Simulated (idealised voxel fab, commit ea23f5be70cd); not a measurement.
You're looking at the process module voxel self aligned contacts.
The cross-section on display is named cut; it measures 270 nm wide, and its cells are 5 nm squares.
Cross-section = grid of square cells, listed top down in bands; band = one or more rows.
Heights first: top, then bottom, in nm. Then materials, left to right, each with a width in nm. "everywhere" on a single material: fills the band edge to edge. "air": empty space.
Heights are measured from 0, the level below which the as-received wafer is all one material; the lowest band has no bottom and continues downward, written as in "from 0 down".
You'd read "30 to 40" like this: the band's top row of cells is as wide as the first number, its bottom row is as wide as the second, and going down, every row changes width by the same amount as the row before did.
It should be understood that the words "remained the same", when stated for a given step, signify that the cross-section underwent no change in any of its cells during that step.
Each empty space that has no open way to the top and spans at least 8 cells appears under "Fully closed voids" as width x height at distance, the distance counted from the left edge, all in nm.
Past the settings on a step's line: simulator remark, on that step.
overlay nm: on a step with a mask, how far right of its planned place the mask lay; negative means left.

[Steps planned for the process]
1 RECEIVE,material Si
2 OXIDIZE,depth nm 5
3 DIRECTIONAL_DEP,material polySi,thk nm 25
4 DIRECTIONAL_DEP,material SiN,thk nm 25
5 DIRECTIONAL_DEP,material aC,thk nm 15
6 PATTERN,tone cover,mask id GATE,material resist,width nm 35,pitch nm 80,thk nm 30,overlay nm 0
7 DIRECTIONAL_ETCH,etch materials aC,depth nm 15
8 STRIP,etch materials resist
9 DIRECTIONAL_ETCH,etch materials SiN,depth nm 25
10 DIRECTIONAL_ETCH,etch materials polySi,depth nm 25
11 STRIP,etch materials aC
12 CONFORMAL_DEP,material SiN,thk nm 10
13 DIRECTIONAL_ETCH,etch materials SiN,depth nm 10
14 FILL_DEP,material SiO2,thk nm 15
15 CMP,height nm 60
16 DIRECTIONAL_DEP,material aC,thk nm 10
17 PATTERN,tone open,mask id CONTACT,material resist,width nm 65,thk nm 25,overlay nm 0
18 DIRECTIONAL_ETCH,etch materials aC,depth nm 10
19 STRIP,etch materials resist
20 DIRECTIONAL_ETCH,etch materials SiO2,depth nm 65
21 STRIP,etch materials aC
22 CONFORMAL_DEP,material TiN,thk nm 5
23 FILL_DEP,material Ru,thk nm 10
24 CMP,height nm 60
25 CONFORMAL_DEP,material SiN,thk nm 5

[First of two wafers, with the run carried out as planned]

[Step 1 complete: cross-section of the wafer as received]
- from 0 down: Si everywhere
- Fully closed voids: none

[Cross-section: wafer state after step 2]
- from 0 to -5: SiO2 everywhere
- Below -5, no change.

[Cross-section: wafer state after step 3]
- from 25 to 0: polySi everywhere
- Below 0, no change.

[Cross-section: wafer state after step 4]
- from 50 to 25: SiN everywhere
- Below 25, no change.

[Cross-section: wafer state after step 5]
- from 65 to 50: aC everywhere
- Below 50, no change.

[Cross-section: wafer state after step 6]
- from 95 to 65: air: 75, resist: 35, air: 45, resist: 35, air: 80
- Below 65, no change.

[Cross-section: wafer state after step 7]
- from 80 to 65: air: 75, resist: 35, air: 45, resist: 35, air: 80
- from 65 to 50: air: 75, aC: 35, air: 45, aC: 35, air: 80
- Below 50, no change.

[Cross-section: wafer state after step 8]
- from 65 to 50: air: 75, aC: 35, air: 45, aC: 35, air: 80
- Below 50, no change.

[Cross-section: wafer state after step 9]
- from 65 to 50: air: 75, aC: 35, air: 45, aC: 35, air: 80
- from 50 to 25: air: 75, SiN: 35, air: 45, SiN: 35, air: 80
- Below 25, no change.

[Cross-section: wafer state after step 10]
- from 65 to 50: air: 75, aC: 35, air: 45, aC: 35, air: 80
- from 50 to 25: air: 75, SiN: 35, air: 45, SiN: 35, air: 80
- from 25 to 0: air: 75, polySi: 35, air: 45, polySi: 35, air: 80
- Below 0, no change.

[Cross-section: wafer state after step 11]
- from 50 to 25: air: 75, SiN: 35, air: 45, SiN: 35, air: 80
- Below 25, no change.

[Cross-section: wafer state after step 12]
- from 60 to 25: air: 65, SiN: 55, air: 25, SiN: 55, air: 70
- from 25 to 10: air: 65, SiN: 10, polySi: 35, SiN: 10, air: 25, SiN: 10, polySi: 35, SiN: 10, air: 70
- from 10 to 0: SiN: 75, polySi: 35, SiN: 45, polySi: 35, SiN: 80
- Below 0, no change.

[Cross-section: wafer state after step 13]
- from 50 to 25: air: 65, SiN: 55, air: 25, SiN: 55, air: 70
- from 25 to 0: air: 65, SiN: 10, polySi: 35, SiN: 10, air: 25, SiN: 10, polySi: 35, SiN: 10, air: 70
- Below 0, no change.

[Cross-section: wafer state after step 14]
- from 65 to 50: SiO2 everywhere
- from 50 to 25: SiO2: 65, SiN: 55, SiO2: 25, SiN: 55, SiO2: 70
- from 25 to 0: SiO2: 65, SiN: 10, polySi: 35, SiN: 10, SiO2: 25, SiN: 10, polySi: 35, SiN: 10, SiO2: 70
- Below 0, no change.

[Cross-section: wafer state after step 15]
- from 60 to 50: SiO2 everywhere
- Below 50, no change.

[Cross-section: wafer state after step 16]
- from 70 to 60: aC everywhere
- Below 60, no change.

[Cross-section: wafer state after step 17]
- from 95 to 70: resist: 100, air: 65, resist: 105
- Below 70, no change.

[Cross-section: wafer state after step 18]
- from 85 to 70: resist: 100, air: 65, resist: 105
- from 70 to 60: aC: 100, air: 65, aC: 105
- Below 60, no change.

[Cross-section: wafer state after step 19]
- from 70 to 60: aC: 100, air: 65, aC: 105
- Below 60, no change.

[Cross-section: wafer state after step 20]
- from 70 to 60: aC: 100, air: 65, aC: 105
- from 60 to 50: SiO2: 100, air: 65, SiO2: 105
- from 50 to 25: SiO2: 65, SiN: 55, air: 25, SiN: 55, SiO2: 70
- from 25 to 0: SiO2: 65, SiN: 10, polySi: 35, SiN: 10, air: 25, SiN: 10, polySi: 35, SiN: 10, SiO2: 70
- from 0 to -5: SiO2: 120, air: 25, SiO2: 125
- Below -5, no change.

[Cross-section: wafer state after step 21]
- from 60 to 50: SiO2: 100, air: 65, SiO2: 105
- Below 50, no change.

[Cross-section: wafer state after step 22]
- from 65 to 60: TiN: 105, air: 55, TiN: 110
- from 60 to 50: SiO2: 100, TiN: 5 to 25, air: 55 to 15, TiN: 5 to 25, SiO2: 105
- from 50 to 25: SiO2: 65, SiN: 55, TiN: 5, air: 15, TiN: 5, SiN: 55, SiO2: 70
- from 25 to 0: SiO2: 65, SiN: 10, polySi: 35, SiN: 10, TiN: 5, air: 15, TiN: 5, SiN: 10, polySi: 35, SiN: 10, SiO2: 70
- from 0 to -5: SiO2: 120, TiN: 25, SiO2: 125
- Below -5, no change.

[Cross-section: wafer state after step 23]
- from 75 to 65: Ru everywhere
- from 65 to 60: TiN: 105, Ru: 55, TiN: 110
- from 60 to 50: SiO2: 100, TiN: 5 to 25, Ru: 55 to 15, TiN: 5 to 25, SiO2: 105
- from 50 to 25: SiO2: 65, SiN: 55, TiN: 5, Ru: 15, TiN: 5, SiN: 55, SiO2: 70
- from 25 to 0: SiO2: 65, SiN: 10, polySi: 35, SiN: 10, TiN: 5, Ru: 15, TiN: 5, SiN: 10, polySi: 35, SiN: 10, SiO2: 70
- Below 0, no change.

[Cross-section: wafer state after step 24]
- from 60 to 50: SiO2: 100, TiN: 5 to 25, Ru: 55 to 15, TiN: 5 to 25, SiO2: 105
- Below 50, no change.

[Cross-section: wafer state after step 25]
- from 65 to 60: SiN everywhere
- Below 60, no change.

[The second wafer was prepared from the same starting point and under the same plan as the first; its processing contained one mistake, and it remains indistinguishable from the first wafer up to and including step 23]

Second wafer shown in cross-section at the time step 24 was slated to end: remained the same

[Second wafer shown in cross-section at the time step 25 was slated to end]
- from 80 to 75: SiN everywhere
- Below 75, no change.
Deviation from plan: skipped: plan step 24 (never run)
End of process, cell counts, second wafer against first, materials with more or fewer: +119 Ru | +43 TiN
